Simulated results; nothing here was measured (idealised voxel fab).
Herein follows the process module entitled voxel self aligned contacts.
The width of the displayed cross-section, cut, is 270 nm; its cells are square, with a size of 5 nm.
If you're reading a cross-section in this doc, picture square cells in a grid; it comes to you as bands, top ones listed first down to the bottom, and a band can be one or more rows of cells.
Look at the band entry: it leads with the top's height and the bottom's height in nm. Then it lists the materials left to right, with a width in nm for each. The word "full width" on a single material says that material fills the band edge to edge. The word "air" is empty space.
Height reference: 0 = level under which incoming wafer is all one material. Lowest band: no bottom, runs on downward, e.g. "0 -> down".
Width: "30 to 40" (first number = top row, second number = bottom row, same change from row to row of cells).
For the purposes of this document, the phrase "no modifications" attached to a step denotes that no cell within the cross-section was modified by that step.
This entry, "Sealed cavities", enumerates those empty regions of no fewer than 8 cells that possess no open connection to the top. Each region is reported in the form width x height at distance, the distance being taken from the left edge, with all three quantities expressed in nm.
Step line, after settings: the simulator's comment on this step.
A step's line can hold "overlay nm"; with a mask on that step, the setting says how far right of the planned place the mask lay, while a negative setting says it lay to the left.

### This section lists the process steps that were planned
| 1 | RECEIVE (material Si) |
| 2 | OXIDIZE (depth nm 5) |
| 3 | DIRECTIONAL_DEP (material polySi; thk nm 30) |
| 4 | DIRECTIONAL_DEP (material SiN; thk nm 20) |
| 5 | DIRECTIONAL_DEP (material aC; thk nm 10) |
| 6 | PATTERN (tone cover; mask id GATE; material resist; width nm 30; pitch nm 75; thk nm 30; overlay nm 0) |
| 7 | DIRECTIONAL_ETCH (etch materials aC; depth nm 10) |
| 8 | STRIP (etch materials resist) |
| 9 | DIRECTIONAL_ETCH (etch materials SiN; depth nm 20) |
| 10 | DIRECTIONAL_ETCH (etch materials polySi; depth nm 30) |
| 11 | STRIP (etch materials aC) |
| 12 | CONFORMAL_DEP (material SiN; thk nm 10) |
| 13 | DIRECTIONAL_ETCH (etch materials SiN; depth nm 10) |
| 14 | FILL_DEP (material SiO2; thk nm 20) |
| 15 | CMP (height nm 60) |
| 16 | DIRECTIONAL_DEP (material aC; thk nm 10) |
| 17 | PATTERN (tone open; mask id CONTACT; material resist; width nm 55; thk nm 30; overlay nm 0) |
| 18 | DIRECTIONAL_ETCH (etch materials aC; depth nm 10) |
| 19 | STRIP (etch materials resist) |
| 20 | DIRECTIONAL_ETCH (etch materials SiO2; depth nm 65) |
| 21 | STRIP (etch materials aC) |
| 22 | CONFORMAL_DEP (material TiN; thk nm 5) |
| 23 | FILL_DEP (material Ru; thk nm 5) |
| 24 | CMP (height nm 60) |
| 25 | CONFORMAL_DEP (material SiN; thk nm 5) |

### Delivered wafer in cross-section: state after step 1
    0 -> down  Si full width
    Sealed cavities: none

### Cross-sectional view of the first of the two wafers upon completion of the module, processed in accordance with the plan
    65 -> 60  SiN full width
    60 -> 50  SiO2 105, then TiN 5 to 20, then Ru 45 to 15, then TiN 5 to 20, then SiO2 110
    50 -> 30  SiO2 70, then SiN 50, then TiN 5, then Ru 15, then TiN 5, then SiN 50, then SiO2 75
    30 -> 0  SiO2 70, then SiN 10, then polySi 30, then SiN 10, then TiN 5, then Ru 15, then TiN 5, then SiN 10, then polySi 30, then SiN 10, then SiO2 75
    0 -> -5  SiO2 120, then TiN 25, then SiO2 125
    -5 -> down  Si full width
    Sealed cavities: none

### Here is the second of the two wafers cut open at the end of the module - same start, same plan as the first one, but we made one mistake running it
    65 -> 60  SiN full width
    60 -> 50  SiO2 105, then TiN 5 to 10, then Ru 45 to 15, then TiN 5 to 30, then SiO2 110
    50 -> 30  SiO2 60, then SiN 50, then TiN 5, then Ru 15, then TiN 5, then SiN 50, then SiO2 85
    30 -> 0  SiO2 60, then SiN 10, then polySi 30, then SiN 10, then TiN 5, then Ru 15, then TiN 5, then SiN 10, then polySi 30, then SiN 10, then SiO2 85
    0 -> -5  SiO2 110, then TiN 25, then SiO2 135
    -5 -> down  Si full width
    Sealed cavities: none
Where did the run depart from the plan? note that step 6 departed from the planned setting and was carried out as PATTERN (tone cover; mask id GATE; material resist; width nm 30; pitch nm 75; thk nm 30; overlay nm -10)
At the end, the second wafer has the same number of cells of each material as the first, but those cells sit in other places.
